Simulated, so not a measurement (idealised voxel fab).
process module | voxel capacitor over wiring
cross-section cut | 200 nm wide | cells 5 nm
A cross-section is a grid of square cells, given in bands from the top down. A band is one or more rows of cells.
Each band's line starts with the height of the band's top and of its bottom, in nm. Then come its materials from left to right, each with its width in nm. One material with "throughout" fills the band from edge to edge. "air" is empty space.
Height 0 is the level under which the wafer as received is all one material. The lowest band goes on downwards, as in "0 down".
A width such as "30 to 40" changes by the same amount from each row of cells to the next, from the band's top row to its bottom row.
"no change" after a step means that no cell of the cross-section changed.
closed voids: empty space of 8 cells or more with no open way to the top, each as width x height at its distance from the left edge, in nm
after a step's settings: what the simulator itself notes on the step
overlay nm, on a step with a mask: how far to the right of its planned place the mask lay; to the left if negative
plan
1 op RECEIVE | material Si
2 op CONFORMAL_DEP | material SiO2 | thk nm 10
3 op DIRECTIONAL_DEP | material TiN | thk nm 5
4 op DIRECTIONAL_DEP | material W | thk nm 25
5 op MASKED_ETCH | tone cover | mask id METAL_1 | width nm 25 | pitch nm 95 | etch materials W | depth nm 25 | overlay nm 0
6 op MASKED_ETCH | tone cover | mask id METAL_1 | width nm 25 | pitch nm 95 | etch materials TiN | depth nm 5 | overlay nm 0
7 op FILL_DEP | material SiO2 | thk nm 5
8 op CMP | height nm 40
9 op CONFORMAL_DEP | material SiCN | thk nm 5
10 op DIRECTIONAL_DEP | material SiO2 | thk nm 20
11 op MASKED_ETCH | tone open | mask id PLUG_1 | width nm 15 | etch materials SiO2 | depth nm 20 | overlay nm 0
12 op MASKED_ETCH | tone open | mask id PLUG_1 | width nm 15 | etch materials SiCN | depth nm 5 | overlay nm 0
13 op EPI | material Ru | thk nm 10
14 op EPI | material Ru | thk nm 10
15 op EPI | material Ru | thk nm 5
16 op DIRECTIONAL_DEP | material TiN | thk nm 5
17 op DIRECTIONAL_DEP | material HfO2 | thk nm 5
18 op DIRECTIONAL_DEP | material TiN | thk nm 10
19 op PATTERN | tone cover | mask id UPPER_PLATE | material resist | width nm 75 | thk nm 20 | overlay nm 0
20 op DIRECTIONAL_ETCH | etch materials TiN | depth nm 10
21 op DIRECTIONAL_ETCH | etch materials HfO2 | depth nm 5
22 op STRIP | etch materials resist
23 op DIRECTIONAL_DEP | material aC | thk nm 10
24 op PATTERN | tone cover | mask id LOWER_PLATE | material resist | width nm 85 | thk nm 30 | overlay nm 0
25 op DIRECTIONAL_ETCH | etch materials aC | depth nm 10
26 op STRIP | etch materials resist
27 op DIRECTIONAL_ETCH | etch materials TiN | depth nm 5
28 op STRIP | etch materials aC
29 op FILL_DEP | material SiO2 | thk nm 20
30 op CMP | height nm 100
31 op DIRECTIONAL_DEP | material aC | thk nm 10
32 op PATTERN | tone open | mask id PLUG_2 | material resist | width nm 15 | thk nm 30 | overlay nm 0
33 op DIRECTIONAL_ETCH | etch materials aC | depth nm 10
34 op STRIP | etch materials resist
35 op DIRECTIONAL_ETCH | etch materials SiO2 | depth nm 15
36 op STRIP | etch materials aC
37 op CONFORMAL_DEP | material TiN | thk nm 5
38 op FILL_DEP | material Ru | thk nm 5
39 op CMP | height nm 100
40 op CONFORMAL_DEP | material SiN | thk nm 5
as received, after step 1
  0 down: Si throughout
  closed voids: none
a wafer at the end: this start, this plan, one mistake
  105 to 100: SiN throughout
  100 to 90: SiO2 60 | TiN 5 | Ru 5 | TiN 5 | SiO2 125
  90 to 85: SiO2 60 | TiN 15 | SiO2 125
  85 to 75: SiO2 50 | TiN 75 | SiO2 75
  75 to 70: SiO2 50 | HfO2 75 | SiO2 75
  70 to 65: SiO2 45 | TiN 85 | SiO2 70
  65 to 45: SiO2 50 | Ru 15 | SiO2 135
  45 to 40: SiCN 50 | Ru 10 | SiCN 140
  40 to 15: SiO2 40 | W 25 | SiO2 70 | W 25 | SiO2 40
  15 to 10: SiO2 40 | TiN 25 | SiO2 70 | TiN 25 | SiO2 40
  10 to 0: SiO2 throughout
  0 down: Si throughout
  closed voids: none
what went wrong: step 12 ran as: op MASKED_ETCH | tone open | mask id PLUG_1 | width nm 15 | etch materials SiCN | depth nm 5 | overlay nm -5
